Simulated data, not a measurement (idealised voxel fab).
Process module name: voxel released beams
Square cells of 5 nm make up the cross-section cut, whose width is 180 nm.
Square cells in a grid make up a cross-section in this document, and the grid is given as bands, listed from the top down, each one or more rows of cells. Top height, bottom height, nm. Materials left to right, width each, nm. Single material + "all across" = fills band edge to edge. "empty" = empty. Height datum 0, below which the as-received substrate wafer is one material. Lowest band open at the bottom, running downward: "0 and below". When a width is written as two numbers, as in "30 to 40", the first number is the width in the top row of cells of the band and the second is the width in its bottom row, and the width changes by the same amount from each row to the next. Take "same as before" at face value: in the step it is given for, the cross-section changed in none of its cells. Voids not open to the top, 8 cells minimum: see "Cavities, sealed". Written width x height at distance; distance is from the left edge; nm. Read whatever lies past the settings on a step's line as the simulator's own remark about the step. Each step line may optionally specify "overlay nm", which for a step with a mask gives the rightward distance between the mask's planned place and where it lay, a negative value indicating the leftward direction.
LISTED BELOW ARE THE PROCESS STEPS AS PLANNED
1 RECEIVE: material Si
2 CONFORMAL_DEP: material Al2O3, thk nm 10
3 DIRECTIONAL_DEP: material SiO2, thk nm 10
4 PATTERN: tone open, mask id ANCHOR, material resist, width nm 30, thk nm 15, overlay nm 0
5 DIRECTIONAL_ETCH: etch materials SiO2, depth nm 10
6 STRIP: etch materials resist
7 CONFORMAL_DEP: material SiN, thk nm 10
8 PATTERN: tone cover, mask id BEAM, material resist, width nm 100, thk nm 20, overlay nm 0
9 DIRECTIONAL_ETCH: etch materials SiN, depth nm 10
10 STRIP: etch materials resist
11 STRIP: etch materials SiO2
FIRST WAFER OUT OF TWO, PROCESSED AS PLANNED
AS-RECEIVED STATE OF THE WAFER IN CROSS-SECTION, EQUIVALENT TO POST-STEP 1
    0 and below: Si all across
    Cavities, sealed: none
THE WAFER, SEEN IN CROSS-SECTION, AFTER STEP 2
    10 down to 0: Al2O3 all across
    Unchanged below 0.
THE WAFER, SEEN IN CROSS-SECTION, AFTER STEP 3
    20 down to 10: SiO2 all across
    Unchanged below 10.
THE WAFER, SEEN IN CROSS-SECTION, AFTER STEP 4
    35 down to 20: resist=40; empty=30; resist=110
    Unchanged below 20.
THE WAFER, SEEN IN CROSS-SECTION, AFTER STEP 5
    35 down to 20: resist=40; empty=30; resist=110
    20 down to 10: SiO2=40; empty=30; SiO2=110
    Unchanged below 10.
THE WAFER, SEEN IN CROSS-SECTION, AFTER STEP 6
    20 down to 10: SiO2=40; empty=30; SiO2=110
    Unchanged below 10.
THE WAFER, SEEN IN CROSS-SECTION, AFTER STEP 7
    30 down to 20: SiN=50; empty=10; SiN=120
    20 down to 10: SiO2=40; SiN=30; SiO2=110
    Unchanged below 10.
THE WAFER, SEEN IN CROSS-SECTION, AFTER STEP 8
    50 down to 30: empty=35; resist=100; empty=45
    30 down to 20: SiN=50; resist=10; SiN=120
    Unchanged below 20.
THE WAFER, SEEN IN CROSS-SECTION, AFTER STEP 9
    50 down to 30: empty=35; resist=100; empty=45
    30 down to 20: empty=35; SiN=15; resist=10; SiN=75; empty=45
    Unchanged below 20.
THE WAFER, SEEN IN CROSS-SECTION, AFTER STEP 10
    30 down to 20: empty=35; SiN=15; empty=10; SiN=75; empty=45
    Unchanged below 20.
THE WAFER, SEEN IN CROSS-SECTION, AFTER STEP 11
    30 down to 20: empty=35; SiN=15; empty=10; SiN=75; empty=45
    20 down to 10: empty=40; SiN=30; empty=110
    Unchanged below 10.
SECOND WAFER, SAME STARTING STATE AND PLAN AS THE FIRST, ONE MISTAKE IN THE RUN, IDENTICAL THROUGH STEP 3
CROSS-SECTIONAL VIEW OF THE SECOND WAFER AT THE INTENDED END TIME OF PROCESS STEP 4
    35 down to 20: resist=40; empty=35; resist=105
    Unchanged below 20.
CROSS-SECTIONAL VIEW OF THE SECOND WAFER AT THE INTENDED END TIME OF PROCESS STEP 5
    35 down to 20: resist=40; empty=35; resist=105
    20 down to 10: SiO2=40; empty=35; SiO2=105
    Unchanged below 10.
CROSS-SECTIONAL VIEW OF THE SECOND WAFER AT THE INTENDED END TIME OF PROCESS STEP 6
    20 down to 10: SiO2=40; empty=35; SiO2=105
    Unchanged below 10.
CROSS-SECTIONAL VIEW OF THE SECOND WAFER AT THE INTENDED END TIME OF PROCESS STEP 7
    30 down to 20: SiN=50; empty=15; SiN=115
    20 down to 10: SiO2=40; SiN=35; SiO2=105
    Unchanged below 10.
CROSS-SECTIONAL VIEW OF THE SECOND WAFER AT THE INTENDED END TIME OF PROCESS STEP 8
    50 down to 30: empty=35; resist=100; empty=45
    30 down to 20: SiN=50; resist=15; SiN=115
    Unchanged below 20.
CROSS-SECTIONAL VIEW OF THE SECOND WAFER AT THE INTENDED END TIME OF PROCESS STEP 9
    50 down to 30: empty=35; resist=100; empty=45
    30 down to 20: empty=35; SiN=15; resist=15; SiN=70; empty=45
    Unchanged below 20.
CROSS-SECTIONAL VIEW OF THE SECOND WAFER AT THE INTENDED END TIME OF PROCESS STEP 10
    30 down to 20: empty=35; SiN=15; empty=15; SiN=70; empty=45
    Unchanged below 20.
CROSS-SECTIONAL VIEW OF THE SECOND WAFER AT THE INTENDED END TIME OF PROCESS STEP 11
    30 down to 20: empty=35; SiN=15; empty=15; SiN=70; empty=45
    20 down to 10: empty=40; SiN=35; empty=105
    Unchanged below 10.
What was the processing mistake? step 4 was not run as planned; what actually ran was PATTERN: tone open, mask id ANCHOR, material resist, width nm 35, thk nm 15, overlay nm 0
The concluding comparison shows that, measured in cells, each material is equally abundant on both wafers, albeit at different positions.
